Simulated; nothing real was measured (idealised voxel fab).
The name of this process module is voxel wiring stack.
Each square cell in cross-section cut measures 5 nm, and the section as a whole is 285 nm wide.
This document writes a cross-section as a grid whose cells are square, and gives it as bands, listed from the top down; one or more rows of cells form a band. First you get the band's top height and its bottom height, in nm, and then the materials it's made of, left to right, with each width in nm. If you see a single material with "everywhere", that one covers the band edge to edge. "empty" is empty space. Ref level 0: as-received wafer is one material below here. Bottom band extends down with no lower bound ("0..down"). Per-row width for "30->40": begins at first number (top row of band), ends at second number (bottom row), increment between rows held constant. The designation "nothing altered", where it is given for a processing step, indicates that no cell of the cross-section was altered in the course of that step. "Unvented internal voids" lists enclosed empty spaces (at least 8 cells, no open path upward to the top), each as width x height at distance from the left edge, in nm. Text after the settings on a step's line: the simulator's own remark on that step. "overlay nm", when on a step's line for a step with a mask, measures how far to the right of its planned place the mask lay; a negative measure means to the left.
# Here's what the planned process steps look like
1 RECEIVE, material Si
2 CONFORMAL_DEP, material SiO2, thk nm 15
3 CONFORMAL_DEP, material SiN, thk nm 5
4 DIRECTIONAL_DEP, material SiO2, thk nm 20
5 PATTERN, tone open, mask id METAL_1, material resist, width nm 20, pitch nm 45, thk nm 20, overlay nm 0
6 DIRECTIONAL_ETCH, etch materials SiO2, depth nm 20
7 DIRECTIONAL_ETCH, etch materials SiN, depth nm 5
8 STRIP, etch materials resist
9 CONFORMAL_DEP, material TiN, thk nm 5
10 FILL_DEP, material Cu, thk nm 10
11 CMP, height nm 40
12 CONFORMAL_DEP, material SiCN, thk nm 5
13 DIRECTIONAL_DEP, material lowk, thk nm 15
14 DIRECTIONAL_DEP, material aC, thk nm 10
15 PATTERN, tone open, mask id PLUG_1, material resist, width nm 15, pitch nm 90, thk nm 30, overlay nm 0
16 DIRECTIONAL_ETCH, etch materials aC, depth nm 10
17 STRIP, etch materials resist
18 DIRECTIONAL_ETCH, etch materials lowk, depth nm 15
19 DIRECTIONAL_ETCH, etch materials SiCN, depth nm 5
20 STRIP, etch materials aC
21 CONFORMAL_DEP, material TiN, thk nm 5
22 FILL_DEP, material Ru, thk nm 5
23 CMP, height nm 60
24 CONFORMAL_DEP, material SiCN, thk nm 5
25 DIRECTIONAL_DEP, material lowk, thk nm 15
26 MASKED_ETCH, tone open, mask id METAL_2, width nm 20, pitch nm 45, etch materials lowk, depth nm 15, overlay nm 0
27 MASKED_ETCH, tone open, mask id METAL_2, width nm 20, pitch nm 45, etch materials SiCN, depth nm 5, overlay nm 0
28 CONFORMAL_DEP, material TiN, thk nm 5
29 FILL_DEP, material Cu, thk nm 5
30 CMP, height nm 80
31 EPI, material Ru, thk nm 5
32 FILL_DEP, material SiCN, thk nm 5
# Incoming wafer in cross-section (state: after step 1)
0..down: Si everywhere
Unvented internal voids: none
# End-of-module XS, first of two wafers, run as planned
90..85: SiCN everywhere
85..80: SiCN 80  Ru 30  SiCN 15  Ru 30  SiCN 15  Ru 30  SiCN 85
80..65: lowk 85  TiN 5  Cu 10  TiN 5  lowk 25  TiN 5  Cu 10  TiN 5  lowk 25  TiN 5  Cu 10  TiN 5  lowk 90
65..60: SiCN 85  TiN 20  SiCN 25  TiN 20  SiCN 25  TiN 20  SiCN 90
60..45: lowk 85  TiN 5  Ru 5  TiN 5  lowk 75  TiN 5  Ru 5  TiN 5  lowk 95
45..40: SiCN 85  TiN 15  SiCN 75  TiN 15  SiCN 95
40..20: SiO2 85  TiN 5  Cu 10  TiN 5  SiO2 25  TiN 5  Cu 10  TiN 5  SiO2 25  TiN 5  Cu 10  TiN 5  SiO2 90
20..15: SiN 85  TiN 20  SiN 25  TiN 20  SiN 25  TiN 20  SiN 90
15..0: SiO2 everywhere
0..down: Si everywhere
Unvented internal voids: none
# Wafer two, sectioned after the module: the first wafer's start, the first wafer's plan, and one mistake in how it was run
90..85: SiCN everywhere
85..80: SiCN 80  Ru 30  SiCN 15  Ru 30  SiCN 15  Ru 30  SiCN 85
80..65: lowk 85  TiN 5  Cu 10  TiN 5  lowk 25  TiN 5  Cu 10  TiN 5  lowk 25  TiN 5  Cu 10  TiN 5  lowk 90
65..60: SiCN 85  TiN 20  SiCN 25  TiN 20  SiCN 25  TiN 20  SiCN 90
60..45: SiN everywhere
45..40: SiCN everywhere
40..20: SiO2 85  TiN 5  Cu 10  TiN 5  SiO2 25  TiN 5  Cu 10  TiN 5  SiO2 25  TiN 5  Cu 10  TiN 5  SiO2 90
20..15: SiN 85  TiN 20  SiN 25  TiN 20  SiN 25  TiN 20  SiN 90
15..0: SiO2 everywhere
0..down: Si everywhere
Unvented internal voids: none
Plan not followed: step 13: run off-plan, actual operation and settings DIRECTIONAL_DEP, material SiN, thk nm 15
The second wafer ends with more or fewer cells of some materials than the first, per final count: Ru -6 | SiCN +6 | SiN +171 | TiN -18 | lowk -153
